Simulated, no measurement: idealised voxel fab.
The name of this process module is voxel tone inversion.
Each square cell in cross-section cut measures 5 nm, and the section as a whole is 255 nm wide.
For the purposes of this document, a cross-section shall be understood as a grid of square cells, specified as bands listed in top-to-bottom order, each band consisting of one or more rows of cells.
A band entry consists of two parts. The first gives the height of the band's top and the height of its bottom, in nm. The rest lists the band's materials from left to right, each with its width in nm. A single material labelled with the word "everywhere" fills the band from edge to edge, and the word "empty" marks empty space.
The reference from which all heights are counted is 0, the level beneath which the as-received wafer is entirely one material; the lowest band, having no lower bound, proceeds downward and is written after the example "0 nm and below".
With a width like "30->40", each row of cells in the band differs from the next by the same amount, the top row carrying the first number and the bottom row the second.
Basically "same as before" means that step didn't change any cell in the cross-section.
For the entry "Voids, enclosed", the listed items are empty spaces with no open way to the top whose size is 8 cells or more; each item follows the pattern width x height at distance, where distance is from the left edge and all three are in nm.
On each step's line, the part that comes after the settings is the simulator's own comment on the step.
Among the settings permitted on a step's line is "overlay nm"; applied to a step with a mask, it specifies the extent to which the mask lay to the right of its planned position, whereas a negative figure signifies a position to the left.
Process steps - plan
step 1: RECEIVE | material Si
step 2: CONFORMAL_DEP | material SiN | thk nm 5
step 3: DIRECTIONAL_DEP | material aC | thk nm 20
step 4: PATTERN | tone cover | mask id POSTS | material resist | width nm 20 | pitch nm 35 | thk nm 30 | overlay nm 0
step 5: DIRECTIONAL_ETCH | etch materials aC | depth nm 20
step 6: STRIP | etch materials resist
step 7: FILL_DEP | material SiO2 | thk nm 5
step 8: CMP | height nm 25
step 9: STRIP | etch materials aC
step 10: CONFORMAL_DEP | material TiN | thk nm 5
step 11: FILL_DEP | material W | thk nm 5
step 12: CMP | height nm 25
step 13: CONFORMAL_DEP | material SiN | thk nm 5
Incoming wafer, cross-sectional view, post step 1
- 0 nm and below  Si everywhere
- Voids, enclosed: none
Figure: cross-sectional view of the wafer upon completion of the module, processed from the initial state and according to the plan depicted above, with one error introduced during execution
- 30 nm to 20 nm  SiN everywhere
- 20 nm to 0 nm  aC everywhere
- 0 nm and below  Si everywhere
- Voids, enclosed: none
Plan not followed: a sequencing error occurred in which plan steps 2 and 3 were transposed
